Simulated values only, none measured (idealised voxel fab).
The following process module bears the name voxel air gaps.
The cross-section on display is named cut; it measures 285 nm wide, and its cells are 5 nm squares.
Cross-section = grid of square cells, listed top down in bands; band = one or more rows. Band: top and bottom heights (nm) first, top before bottom; then materials from left to right, widths in nm. "edge to edge" marks a sole material filling the band edge to edge. "empty" denotes empty space. Ref level 0: as-received wafer is one material below here. Bottom band extends down with no lower bound ("0 down"). Width spec "30 to 40" -> top row of cells at first value, bottom row at second value, equal per-row change in between. Take "nothing was modified" at face value: in the step it is given for, the cross-section changed in none of its cells. Each empty space that has no open way to the top and spans at least 8 cells appears under "Closed internal cavities" as width x height at distance, the distance counted from the left edge, all in nm. If you see something after the settings on a step's line, that's the simulator's own remark about that step. Regarding "overlay nm": on a step with a mask, it is the distance the mask lay to the right of its planned place; a negative value places it to the left.
[Planned process steps]
step 1: RECEIVE, material Si
step 2: CONFORMAL_DEP, material SiO2, thk nm 10
step 3: CONFORMAL_DEP, material SiN, thk nm 5
step 4: DIRECTIONAL_DEP, material lowk, thk nm 40
step 5: PATTERN, tone open, mask id LINES, material resist, width nm 15, pitch nm 45, thk nm 15, overlay nm 0
step 6: DIRECTIONAL_ETCH, etch materials lowk, depth nm 40
step 7: STRIP, etch materials resist
step 8: CONFORMAL_DEP, material TiN, thk nm 5
step 9: FILL_DEP, material W, thk nm 5
step 10: CMP, height nm 55
step 11: EPI, material Ru, thk nm 10
step 12: SELECTIVE_ETCH, etch materials lowk, depth nm 50
step 13: CONFORMAL_DEP, material SiN, thk nm 5
[Concerning the first of two wafers, which was run in accordance with the plan]
[as received, after step 1]
    0 down = Si edge to edge
    Closed internal cavities: none
[How the wafer stands in section after step 2]
    10 to 0 = SiO2 edge to edge
    below 0: unchanged
[How the wafer stands in section after step 3]
    15 to 10 = SiN edge to edge
    below 10: unchanged
[How the wafer stands in section after step 4]
    55 to 15 = lowk edge to edge
    below 15: unchanged
[How the wafer stands in section after step 5]
    70 to 55 = 90 nm resist | 15 nm empty | 30 nm resist | 15 nm empty | 30 nm resist | 15 nm empty | 90 nm resist
    below 55: unchanged
[How the wafer stands in section after step 6]
    70 to 55 = 90 nm resist | 15 nm empty | 30 nm resist | 15 nm empty | 30 nm resist | 15 nm empty | 90 nm resist
    55 to 15 = 90 nm lowk | 15 nm empty | 30 nm lowk | 15 nm empty | 30 nm lowk | 15 nm empty | 90 nm lowk
    below 15: unchanged
[How the wafer stands in section after step 7]
    55 to 15 = 90 nm lowk | 15 nm empty | 30 nm lowk | 15 nm empty | 30 nm lowk | 15 nm empty | 90 nm lowk
    below 15: unchanged
[How the wafer stands in section after step 8]
    60 to 55 = 95 nm TiN | 5 nm empty | 40 nm TiN | 5 nm empty | 40 nm TiN | 5 nm empty | 95 nm TiN
    55 to 20 = 90 nm lowk | 5 nm TiN | 5 nm empty | 5 nm TiN | 30 nm lowk | 5 nm TiN | 5 nm empty | 5 nm TiN | 30 nm lowk | 5 nm TiN | 5 nm empty | 5 nm TiN | 90 nm lowk
    20 to 15 = 90 nm lowk | 15 nm TiN | 30 nm lowk | 15 nm TiN | 30 nm lowk | 15 nm TiN | 90 nm lowk
    below 15: unchanged
[How the wafer stands in section after step 9]
    65 to 60 = W edge to edge
    60 to 55 = 95 nm TiN | 5 nm W | 40 nm TiN | 5 nm W | 40 nm TiN | 5 nm W | 95 nm TiN
    55 to 20 = 90 nm lowk | 5 nm TiN | 5 nm W | 5 nm TiN | 30 nm lowk | 5 nm TiN | 5 nm W | 5 nm TiN | 30 nm lowk | 5 nm TiN | 5 nm W | 5 nm TiN | 90 nm lowk
    below 20: unchanged
[How the wafer stands in section after step 10]
    55 to 20 = 90 nm lowk | 5 nm TiN | 5 nm W | 5 nm TiN | 30 nm lowk | 5 nm TiN | 5 nm W | 5 nm TiN | 30 nm lowk | 5 nm TiN | 5 nm W | 5 nm TiN | 90 nm lowk
    below 20: unchanged
[How the wafer stands in section after step 11]
    65 to 55 = 80 nm empty | 35 nm Ru | 10 nm empty | 35 nm Ru | 10 nm empty | 35 nm Ru | 80 nm empty
    below 55: unchanged
[How the wafer stands in section after step 12]
    65 to 55 = 80 nm empty | 35 nm Ru | 10 nm empty | 35 nm Ru | 10 nm empty | 35 nm Ru | 80 nm empty
    55 to 20 = 90 nm empty | 5 nm TiN | 5 nm W | 5 nm TiN | 30 nm empty | 5 nm TiN | 5 nm W | 5 nm TiN | 30 nm empty | 5 nm TiN | 5 nm W | 5 nm TiN | 90 nm empty
    20 to 15 = 90 nm empty | 15 nm TiN | 30 nm empty | 15 nm TiN | 30 nm empty | 15 nm TiN | 90 nm empty
    below 15: unchanged
[How the wafer stands in section after step 13]
    70 to 65 = 75 nm empty | 135 nm SiN | 75 nm empty
    65 to 55 = 75 nm empty | 5 nm SiN | 35 nm Ru | 10 nm SiN | 35 nm Ru | 10 nm SiN | 35 nm Ru | 5 nm SiN | 75 nm empty
    55 to 50 = 75 nm empty | 15 nm SiN | 5 nm TiN | 5 nm W | 5 nm TiN | 30 nm SiN | 5 nm TiN | 5 nm W | 5 nm TiN | 30 nm SiN | 5 nm TiN | 5 nm W | 5 nm TiN | 15 nm SiN | 75 nm empty
    50 to 20 = 85 nm empty | 5 nm SiN | 5 nm TiN | 5 nm W | 5 nm TiN | 5 nm SiN | 20 nm empty | 5 nm SiN | 5 nm TiN | 5 nm W | 5 nm TiN | 5 nm SiN | 20 nm empty | 5 nm SiN | 5 nm TiN | 5 nm W | 5 nm TiN | 5 nm SiN | 85 nm empty
    20 to 15 = 90 nm SiN | 15 nm TiN | 30 nm SiN | 15 nm TiN | 30 nm SiN | 15 nm TiN | 90 nm SiN
    below 15: unchanged
    Closed internal cavities: 20 x 30 at 110; 20 x 30 at 155
[Wafer two of the pair: same origin, same plan, one error during the run; identical to wafer one up to and including step 4]
[X-section, second wafer, when step 5 was due to finish]
    70 to 55 = 85 nm resist | 15 nm empty | 30 nm resist | 15 nm empty | 30 nm resist | 15 nm empty | 95 nm resist
    below 55: unchanged
[X-section, second wafer, when step 6 was due to finish]
    70 to 55 = 85 nm resist | 15 nm empty | 30 nm resist | 15 nm empty | 30 nm resist | 15 nm empty | 95 nm resist
    55 to 15 = 85 nm lowk | 15 nm empty | 30 nm lowk | 15 nm empty | 30 nm lowk | 15 nm empty | 95 nm lowk
    below 15: unchanged
[X-section, second wafer, when step 7 was due to finish]
    55 to 15 = 85 nm lowk | 15 nm empty | 30 nm lowk | 15 nm empty | 30 nm lowk | 15 nm empty | 95 nm lowk
    below 15: unchanged
[X-section, second wafer, when step 8 was due to finish]
    60 to 55 = 90 nm TiN | 5 nm empty | 40 nm TiN | 5 nm empty | 40 nm TiN | 5 nm empty | 100 nm TiN
    55 to 20 = 85 nm lowk | 5 nm TiN | 5 nm empty | 5 nm TiN | 30 nm lowk | 5 nm TiN | 5 nm empty | 5 nm TiN | 30 nm lowk | 5 nm TiN | 5 nm empty | 5 nm TiN | 95 nm lowk
    20 to 15 = 85 nm lowk | 15 nm TiN | 30 nm lowk | 15 nm TiN | 30 nm lowk | 15 nm TiN | 95 nm lowk
    below 15: unchanged
[X-section, second wafer, when step 9 was due to finish]
    65 to 60 = W edge to edge
    60 to 55 = 90 nm TiN | 5 nm W | 40 nm TiN | 5 nm W | 40 nm TiN | 5 nm W | 100 nm TiN
    55 to 20 = 85 nm lowk | 5 nm TiN | 5 nm W | 5 nm TiN | 30 nm lowk | 5 nm TiN | 5 nm W | 5 nm TiN | 30 nm lowk | 5 nm TiN | 5 nm W | 5 nm TiN | 95 nm lowk
    below 20: unchanged
[X-section, second wafer, when step 10 was due to finish]
    55 to 20 = 85 nm lowk | 5 nm TiN | 5 nm W | 5 nm TiN | 30 nm lowk | 5 nm TiN | 5 nm W | 5 nm TiN | 30 nm lowk | 5 nm TiN | 5 nm W | 5 nm TiN | 95 nm lowk
    below 20: unchanged
[X-section, second wafer, when step 11 was due to finish]
    65 to 55 = 75 nm empty | 35 nm Ru | 10 nm empty | 35 nm Ru | 10 nm empty | 35 nm Ru | 85 nm empty
    below 55: unchanged
[X-section, second wafer, when step 12 was due to finish]
    65 to 55 = 75 nm empty | 35 nm Ru | 10 nm empty | 35 nm Ru | 10 nm empty | 35 nm Ru | 85 nm empty
    55 to 20 = 85 nm empty | 5 nm TiN | 5 nm W | 5 nm TiN | 30 nm empty | 5 nm TiN | 5 nm W | 5 nm TiN | 30 nm empty | 5 nm TiN | 5 nm W | 5 nm TiN | 95 nm empty
    20 to 15 = 85 nm empty | 15 nm TiN | 30 nm empty | 15 nm TiN | 30 nm empty | 15 nm TiN | 95 nm empty
    below 15: unchanged
[X-section, second wafer, when step 13 was due to finish]
    70 to 65 = 70 nm empty | 135 nm SiN | 80 nm empty
    65 to 55 = 70 nm empty | 5 nm SiN | 35 nm Ru | 10 nm SiN | 35 nm Ru | 10 nm SiN | 35 nm Ru | 5 nm SiN | 80 nm empty
    55 to 50 = 70 nm empty | 15 nm SiN | 5 nm TiN | 5 nm W | 5 nm TiN | 30 nm SiN | 5 nm TiN | 5 nm W | 5 nm TiN | 30 nm SiN | 5 nm TiN | 5 nm W | 5 nm TiN | 15 nm SiN | 80 nm empty
    50 to 20 = 80 nm empty | 5 nm SiN | 5 nm TiN | 5 nm W | 5 nm TiN | 5 nm SiN | 20 nm empty | 5 nm SiN | 5 nm TiN | 5 nm W | 5 nm TiN | 5 nm SiN | 20 nm empty | 5 nm SiN | 5 nm TiN | 5 nm W | 5 nm TiN | 5 nm SiN | 90 nm empty
    20 to 15 = 85 nm SiN | 15 nm TiN | 30 nm SiN | 15 nm TiN | 30 nm SiN | 15 nm TiN | 95 nm SiN
    below 15: unchanged
    Closed internal cavities: 20 x 30 at 105; 20 x 30 at 150
Here's what went sideways: step 5 was not run as planned; what actually ran was PATTERN, tone open, mask id LINES, material resist, width nm 15, pitch nm 45, thk nm 15, overlay nm -5
Heads up: at the end the two wafers have identical cell counts per material, they're just laid out differently.
